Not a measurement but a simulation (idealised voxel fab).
You're looking at the process module voxel gate over fins.
In the cross-section labelled cut, the width is 195 nm and each square cell is 5 nm.
Just so we're on the same page, the cross-sections are grids of square cells, and they're listed out in bands top to bottom, each band one or more rows deep. The band entry comprises the height of the band's top followed by the height of its bottom, expressed in nm, and subsequently the band's materials from left to right, each stated together with its width in nm. Where a single material is marked with the word "edge to edge", that material fills the band from edge to edge. The word "blank" represents empty space. Beneath 0, the wafer as received is one material, and that level is where height counting begins. The lowest band goes on downward without a bottom; it is written like "0 down". When a width is written as two numbers, as in "30 to 40", the first number is the width in the top row of cells of the band and the second is the width in its bottom row, and the width changes by the same amount from each row to the next. The cross-section has no changed cell in any step marked "changes: none". Closed empty spaces (no open way to the top) of 8 cells or more are what "Unvented cavities" lists, each as width x height at distance from the left edge, nm for all three. Past the settings on a step's line: simulator remark, on that step. The optional step-line setting "overlay nm" applies to steps with a mask and quantifies how far to the right of its planned location the mask lay, a negative value indicating leftward placement.
THE FOLLOWING LIST GIVES THE PLANNED PROCESS STEPS
1 RECEIVE, material Si
2 CONFORMAL_DEP, material SiN, thk nm 5
3 DIRECTIONAL_DEP, material aC, thk nm 10
4 PATTERN, tone cover, mask id FINS, material resist, width nm 15, pitch nm 40, thk nm 25, overlay nm 0
5 DIRECTIONAL_ETCH, etch materials aC, depth nm 10
6 STRIP, etch materials resist
7 DIRECTIONAL_ETCH, etch materials SiN, depth nm 5
8 DIRECTIONAL_ETCH, etch materials Si, depth nm 40
9 STRIP, etch materials aC
10 OXIDIZE, depth nm 5
11 FILL_DEP, material SiO2, thk nm 15
12 CMP, height nm 5
13 SELECTIVE_ETCH, etch materials SiO2, depth nm 15
14 STRIP, etch materials SiN
15 CONFORMAL_DEP, material HfO2, thk nm 5
16 CONFORMAL_DEP, material TiN, thk nm 5
17 CONFORMAL_DEP, material TiAl, thk nm 5
18 CONFORMAL_DEP, material TiN, thk nm 5
19 FILL_DEP, material W, thk nm 10
20 CMP, height nm 25
21 CONFORMAL_DEP, material SiN, thk nm 10
RECEIVED-STATE CROSS-SECTION, REFLECTING COMPLETION OF STEP 1
* 0 down  Si edge to edge
* Unvented cavities: none
THE FOLLOWING CROSS-SECTION DEPICTS THE WAFER UPON CONCLUSION OF THE MODULE. PROCESSING COMMENCED FROM THE STARTING CONDITION ILLUSTRATED ABOVE AND ADHERED TO THE PLAN ILLUSTRATED ABOVE, SAVE FOR ONE MISTAKE IN EXECUTION
* 35 to 25  SiN edge to edge
* 25 to 20  TiN edge to edge
* 20 to 15  TiAl edge to edge
* 15 to 10  TiN edge to edge
* 10 to 5  HfO2 75 nm / TiN 5 nm / HfO2 35 nm / TiN 5 nm / HfO2 75 nm
* 5 to 0  HfO2 edge to edge
* 0 to -40  HfO2 70 nm / SiO2 5 nm / Si 5 nm / SiO2 5 nm / HfO2 25 nm / SiO2 5 nm / Si 5 nm / SiO2 5 nm / HfO2 70 nm
* -40 to -45  SiO2 75 nm / Si 5 nm / SiO2 35 nm / Si 5 nm / SiO2 75 nm
* -45 down  Si edge to edge
* Unvented cavities: none
What was done differently from what was planned? in deviation from the planned setting, step 11 was conducted as FILL_DEP, material HfO2, thk nm 15
